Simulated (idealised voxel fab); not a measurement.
Process module name: voxel transistor to metal
The figure presents cross-section cut, which has a width of 200 nm and is divided into square cells with an edge length of 5 nm.
Cross-section format: a grid of square cells, given as bands from top to bottom; each band is one or more rows of cells. Read a band's entry like this: the first values are the height of its top and the height of its bottom in nm, and what follows is the sequence of materials from left to right, each with its width in nm. Note that "blank" is empty space, and that a single material marked "edge to edge" reaches across the band from edge to edge. Height 0 is the level under which the wafer as received is all one material. The lowest band goes on downwards, as in "from 0 down". With a width like "30->40", each row of cells in the band differs from the next by the same amount, the top row carrying the first number and the bottom row the second. Any step labelled "remained unchanged" changed none of the cells in the cross-section. You'll see "Completely enclosed voids" listing empty spaces that have no way open to the top, as long as they're 8 cells or more; the notation is width x height at distance, where the distance is from the left edge, and all of it is in nm. If you see something after the settings on a step's line, that's the simulator's own remark about that step. If you see "overlay nm" on a step's line and that step has a mask, it's telling you how far right of where it was planned the mask ended up; a negative number means it went left instead.
[Planned step list for the process]
1. RECEIVE with material Si
2. CONFORMAL_DEP with material SiO2, thk nm 5
3. CONFORMAL_DEP with material SiN, thk nm 15
4. MASKED_ETCH with tone cover, mask id ACTIVE, width nm 85, etch materials SiN, depth nm 15, overlay nm 0
5. MASKED_ETCH with tone cover, mask id ACTIVE, width nm 85, etch materials SiO2, depth nm 5, overlay nm 0
6. MASKED_ETCH with tone cover, mask id ACTIVE, width nm 85, etch materials Si, depth nm 25, overlay nm 0
7. OXIDIZE with depth nm 5
8. FILL_DEP with material SiO2, thk nm 15
9. CMP with height nm 20
10. SELECTIVE_ETCH with etch materials SiO2, depth nm 10
11. STRIP with etch materials SiN
12. SELECTIVE_ETCH with etch materials SiO2, depth nm 5
13. OXIDIZE with depth nm 5
14. DIRECTIONAL_DEP with material polySi, thk nm 30
15. DIRECTIONAL_DEP with material SiCN, thk nm 15
16. DIRECTIONAL_DEP with material aC, thk nm 10
17. PATTERN with tone cover, mask id GATE, material resist, width nm 15, thk nm 25, overlay nm 0
18. DIRECTIONAL_ETCH with etch materials aC, depth nm 10
19. STRIP with etch materials resist
20. DIRECTIONAL_ETCH with etch materials SiCN, depth nm 25
21. DIRECTIONAL_ETCH with etch materials polySi, depth nm 40
22. STRIP with etch materials aC
23. CONFORMAL_DEP with material SiO2, thk nm 5
24. DIRECTIONAL_ETCH with etch materials SiO2, depth nm 5
25. CONFORMAL_DEP with material SiN, thk nm 10
26. DIRECTIONAL_ETCH with etch materials SiN, depth nm 10
27. DIRECTIONAL_ETCH with etch materials SiO2, depth nm 5
28. DIRECTIONAL_ETCH with etch materials Si, depth nm 15
29. EPI with material nSi, thk nm 15
30. FILL_DEP with material SiO2, thk nm 5
31. CMP with height nm 45
32. DIRECTIONAL_DEP with material SiO2, thk nm 10
33. DIRECTIONAL_DEP with material aC, thk nm 10
34. PATTERN with tone open, mask id CONTACT, material resist, width nm 15, pitch nm 60, thk nm 30, overlay nm 0
35. DIRECTIONAL_ETCH with etch materials aC, depth nm 10
36. STRIP with etch materials resist
37. DIRECTIONAL_ETCH with etch materials SiO2, depth nm 45
38. STRIP with etch materials aC
39. CONFORMAL_DEP with material TiN, thk nm 5
40. FILL_DEP with material W, thk nm 10
41. CMP with height nm 55
42. CONFORMAL_DEP with material SiCN, thk nm 5
43. DIRECTIONAL_DEP with material SiO2, thk nm 15
44. PATTERN with tone open, mask id METAL_1, material resist, width nm 15, pitch nm 60, thk nm 15, overlay nm 0
45. DIRECTIONAL_ETCH with etch materials SiO2, depth nm 15
46. DIRECTIONAL_ETCH with etch materials SiCN, depth nm 5
47. STRIP with etch materials resist
48. CONFORMAL_DEP with material TiN, thk nm 5
49. FILL_DEP with material W, thk nm 10
50. CMP with height nm 75
51. CONFORMAL_DEP with material SiCN, thk nm 5
52. DIRECTIONAL_DEP with material SiO2, thk nm 25
53. PATTERN with tone open, mask id METAL_2, material resist, width nm 15, pitch nm 60, thk nm 20, overlay nm 0
54. DIRECTIONAL_ETCH with etch materials SiO2, depth nm 15
55. STRIP with etch materials resist
56. PATTERN with tone open, mask id METAL_2_HOLES, material resist, width nm 15, pitch nm 60, thk nm 20, overlay nm 0
57. DIRECTIONAL_ETCH with etch materials SiO2, depth nm 10
58. DIRECTIONAL_ETCH with etch materials SiCN, depth nm 5
59. STRIP with etch materials resist
60. CONFORMAL_DEP with material TiN, thk nm 5
61. FILL_DEP with material Ru, thk nm 5
62. CMP with height nm 105
63. CONFORMAL_DEP with material SiCN, thk nm 5
Where the wafers of this document differ is in the width nm of step 44; they start out the same, and the plan states the value that applied to the first wafer.
[Cross-section of the first incoming wafer of several, state after step 1]
	from 0 down: Si edge to edge
	Completely enclosed voids: none
[Cross-section after step 63, the final step of the module, for the first of several wafers]
	from 110 to 105: SiCN edge to edge
	from 105 to 80: SiO2 (60), TiN (5), Ru (5), TiN (5), SiO2 (45), TiN (5), Ru (5), TiN (5), SiO2 (65)
	from 80 to 75: SiCN (60), TiN (15), SiCN (45), TiN (15), SiCN (65)
	from 75 to 60: SiO2 (60), TiN (5), W (5), TiN (5), SiO2 (45), TiN (5), W (5), TiN (5), SiO2 (65)
	from 60 to 55: SiCN (60), TiN (15), SiCN (45), TiN (15), SiCN (65)
	from 55 to 45: SiO2 (60), TiN (5), W (5), TiN (5), SiO2 (45), TiN (5), W (5), TiN (5), SiO2 (65)
	from 45 to 30: SiO2 (60), TiN (5), W (5), TiN (5), SiN (10), SiO2 (5), SiCN (15), SiO2 (5), SiN (10), TiN (5), W (5), TiN (5), SiO2 (65)
	from 30 to 15: SiO2 (60), TiN (5), W (5), TiN (5), SiN (10), SiO2 (5), polySi (15), SiO2 (5), SiN (10), TiN (5), W (5), TiN (5), SiO2 (65)
	from 15 to 10: SiO2 (60), TiN (15), SiN (10), SiO2 (5), polySi (15), SiO2 (5), SiN (10), TiN (15), SiO2 (65)
	from 10 to 5: SiO2 (60), nSi (15), SiN (10), SiO2 (5), polySi (15), SiO2 (5), SiN (10), nSi (15), SiO2 (65)
	from 5 to 0: SiO2 (55), SiN (10), nSi (10), SiN (10), SiO2 (5), polySi (15), SiO2 (5), SiN (10), nSi (10), SiN (10), SiO2 (60)
	from 0 to -5: SiO2 (65), nSi (10), SiO2 (45), nSi (10), SiO2 (70)
	from -5 to -20: SiO2 (60), Si (5), nSi (10), Si (45), nSi (10), Si (5), SiO2 (65)
	from -20 to -30: SiO2 (60), Si (75), SiO2 (65)
	from -30 down: Si edge to edge
	Completely enclosed voids: none
[Cross-section of the final wafer among several, taken at the end of the module]
	from 110 to 105: SiCN edge to edge
	from 105 to 80: SiO2 (60), TiN (5), Ru (5), TiN (5), SiO2 (45), TiN (5), Ru (5), TiN (5), SiO2 (65)
	from 80 to 75: SiCN (60), TiN (15), SiCN (45), TiN (15), SiCN (65)
	from 75 to 60: SiO2 (55), TiN (5), W (20), TiN (5), SiO2 (30), TiN (5), W (20), TiN (5), SiO2 (55)
	from 60 to 55: SiCN (55), TiN (30), SiCN (30), TiN (30), SiCN (55)
	from 55 to 45: SiO2 (60), TiN (5), W (5), TiN (5), SiO2 (45), TiN (5), W (5), TiN (5), SiO2 (65)
	from 45 to 30: SiO2 (60), TiN (5), W (5), TiN (5), SiN (10), SiO2 (5), SiCN (15), SiO2 (5), SiN (10), TiN (5), W (5), TiN (5), SiO2 (65)
	from 30 to 15: SiO2 (60), TiN (5), W (5), TiN (5), SiN (10), SiO2 (5), polySi (15), SiO2 (5), SiN (10), TiN (5), W (5), TiN (5), SiO2 (65)
	from 15 to 10: SiO2 (60), TiN (15), SiN (10), SiO2 (5), polySi (15), SiO2 (5), SiN (10), TiN (15), SiO2 (65)
	from 10 to 5: SiO2 (60), nSi (15), SiN (10), SiO2 (5), polySi (15), SiO2 (5), SiN (10), nSi (15), SiO2 (65)
	from 5 to 0: SiO2 (55), SiN (10), nSi (10), SiN (10), SiO2 (5), polySi (15), SiO2 (5), SiN (10), nSi (10), SiN (10), SiO2 (60)
	from 0 to -5: SiO2 (65), nSi (10), SiO2 (45), nSi (10), SiO2 (70)
	from -5 to -20: SiO2 (60), Si (5), nSi (10), Si (45), nSi (10), Si (5), SiO2 (65)
	from -20 to -30: SiO2 (60), Si (75), SiO2 (65)
	from -30 down: Si edge to edge
	Completely enclosed voids: none
[Row per wafer, end-of-module: cell gain (+)/loss (-) by material since the wafer came in, then closed voids]
width nm 15, +10 Ru, -177 Si, +117 SiCN, +40 SiN, +742 SiO2, +82 TiN, +22 W, +26 nSi, +18 polySi, Completely enclosed voids: none
width nm 20, +10 Ru, -177 Si, +115 SiCN, +40 SiN, +736 SiO2, +84 TiN, +28 W, +26 nSi, +18 polySi, Completely enclosed voids: none
width nm 25, +10 Ru, -177 Si, +113 SiCN, +40 SiN, +730 SiO2, +86 TiN, +34 W, +26 nSi, +18 polySi, Completely enclosed voids: none
width nm 30, +10 Ru, -177 Si, +111 SiCN, +40 SiN, +724 SiO2, +88 TiN, +40 W, +26 nSi, +18 polySi, Completely enclosed voids: none
